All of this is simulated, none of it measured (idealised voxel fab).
voxel ribs on slabs: a process module
FYI the section here is cut, 285 nm wide, cells are 5 nm squares.
The cross-sections in this document take the form of a grid made of square cells. They are written out as bands, in order from top to bottom. Each band consists of one or more rows of cells. Look at the band entry: it leads with the top's height and the bottom's height in nm. Then it lists the materials left to right, with a width in nm for each. The word "edge to edge" on a single material says that material fills the band edge to edge. The word "blank" is empty space. Height reference: 0 = level under which incoming wafer is all one material. Lowest band: no bottom, runs on downward, e.g. "from 0 down". The width entry "30 to 40" should be interpreted row by row: the top row of cells in the band takes the first number, the bottom row takes the second number, and the change between adjacent rows is uniform throughout. "no change occurred" (step): cross-section cells unchanged, all of them. The list in "Sealed internal cavities" covers empty spaces of 8 cells or more that cannot reach the top through any open way, and it gives each as width x height at distance; the distance is from the left edge, and width, height and distance are in nm. Note: text after step settings on the step line = simulator remark on that step. The line of a step may include "overlay nm". On a step with a mask, this value is how far to the right of its planned place the mask lay. A negative value means the mask lay to the left.

# Intended process steps
1. RECEIVE [material Si]
2. DIRECTIONAL_DEP [material SiO2] [thk nm 20]
3. DIRECTIONAL_DEP [material SiN] [thk nm 20]
4. MASKED_ETCH [tone cover] [mask id RIB] [width nm 20] [etch materials SiN] [depth nm 10] [overlay nm 0]
5. PATTERN [tone cover] [mask id SLAB] [material resist] [width nm 60] [thk nm 20] [overlay nm 0]
6. DIRECTIONAL_ETCH [etch materials SiN] [depth nm 10]
7. STRIP [etch materials resist]
8. FILL_DEP [material SiO2] [thk nm 20]
9. CMP [height nm 55]
10. DIRECTIONAL_DEP [material W] [thk nm 10]
11. MASKED_ETCH [tone cover] [mask id HEATER] [width nm 30] [etch materials W] [depth nm 10] [overlay nm 0]
12. CONFORMAL_DEP [material SiO2] [thk nm 10]

# Wafer as received: cross-section following step 1
> from 0 down  Si edge to edge
> Sealed internal cavities: none

# Cross-section, first of two wafers, end of module, run as planned
> from 75 to 65  115 nm blank, 50 nm SiO2, 120 nm blank
> from 65 to 55  125 nm SiO2, 30 nm W, 130 nm SiO2
> from 55 to 40  SiO2 edge to edge
> from 40 to 30  130 nm SiO2, 20 nm SiN, 135 nm SiO2
> from 30 to 20  110 nm SiO2, 60 nm SiN, 115 nm SiO2
> from 20 to 0  SiO2 edge to edge
> from 0 down  Si edge to edge
> Sealed internal cavities: none

# Cross-sectional view: second of two wafers, end of module; start and plan identical to the first, one mistake in running
> from 65 to 55  125 nm blank, 30 nm W, 130 nm blank
> from 55 to 40  SiO2 edge to edge
> from 40 to 30  130 nm SiO2, 20 nm SiN, 135 nm SiO2
> from 30 to 20  110 nm SiO2, 60 nm SiN, 115 nm SiO2
> from 20 to 0  SiO2 edge to edge
> from 0 down  Si edge to edge
> Sealed internal cavities: none
Heads up, the wafer didn't run the way we planned it: step 12 from the plan never happened, it was just skipped
at the end the second wafer has, in cells: SiO2 -122
